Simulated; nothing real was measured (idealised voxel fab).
The process module that follows is named voxel ribs on slabs.
Square cell edge 5 nm, section width 180 nm, ID cut.
Cross-section spec: square-cell grid; bands listed top down; each band is one or more rows.
Look at the band entry: it leads with the top's height and the bottom's height in nm. Then it lists the materials left to right, with a width in nm for each. The word "throughout" on a single material says that material fills the band edge to edge. The word "air" is empty space.
Height is counted from the level 0, under which the received wafer is composed throughout of one material. The lowest of the bands is not closed at the bottom but continues downward, in the notation "0 down".
It should be noted that a width expressed as "30..40" varies in equal increments from row to row of cells within the band, taking the value of the first number at the top row and that of the second number at the bottom row.
Given "no change" for a step, no cell of the cross-section differs between before and after that step.
Reported under the label "Closed empty spaces" are the empty spaces having no open way to the top and comprising 8 cells or more; the notation for each is width x height at distance, in which the distance is measured from the left edge and all three values are in nm.
It should be noted that, on the line of a given step, the content following the step's settings is a remark produced by the simulator itself with respect to that step.
You can add "overlay nm" to a step's line. For a step with a mask, it describes how far the mask lay to the right of its planned position, and a negative number describes a lay to the left.
The steps planned for the process are as follows
step 1: RECEIVE | material Si
step 2: DIRECTIONAL_DEP | material SiO2 | thk nm 20
step 3: DIRECTIONAL_DEP | material SiN | thk nm 15
step 4: DIRECTIONAL_DEP | material aC | thk nm 15
step 5: PATTERN | tone cover | mask id RIB | material resist | width nm 20 | thk nm 35 | overlay nm 0
step 6: DIRECTIONAL_ETCH | etch materials aC | depth nm 15
step 7: STRIP | etch materials resist
step 8: DIRECTIONAL_ETCH | etch materials SiN | depth nm 5
step 9: STRIP | etch materials aC
step 10: DIRECTIONAL_DEP | material aC | thk nm 10
step 11: PATTERN | tone cover | mask id SLAB | material resist | width nm 60 | thk nm 30 | overlay nm 0
step 12: DIRECTIONAL_ETCH | etch materials aC | depth nm 10
step 13: STRIP | etch materials resist
step 14: DIRECTIONAL_ETCH | etch materials SiN | depth nm 10
step 15: STRIP | etch materials aC
step 16: FILL_DEP | material SiO2 | thk nm 20
step 17: CMP | height nm 50
step 18: DIRECTIONAL_DEP | material TiN | thk nm 10
step 19: DIRECTIONAL_DEP | material aC | thk nm 15
step 20: PATTERN | tone cover | mask id HEATER | material resist | width nm 30 | thk nm 35 | overlay nm 0
step 21: DIRECTIONAL_ETCH | etch materials aC | depth nm 15
step 22: STRIP | etch materials resist
step 23: DIRECTIONAL_ETCH | etch materials TiN | depth nm 10
step 24: STRIP | etch materials aC
step 25: CONFORMAL_DEP | material SiO2 | thk nm 10
Incoming wafer, cross-sectional view, post step 1
* 0 down = Si throughout
* Closed empty spaces: none
Cross-section at module end, one run error; start and plan unchanged from above
* 70 to 60 = air=65 / SiO2=50 / air=65
* 60 to 50 = SiO2=75 / TiN=30 / SiO2=75
* 50 to 20 = SiN throughout
* 20 to 0 = SiO2 throughout
* 0 down = Si throughout
* Closed empty spaces: none
Where did the run depart from the plan? step 16 did not happen as planned, as run it was FILL_DEP | material SiN | thk nm 20
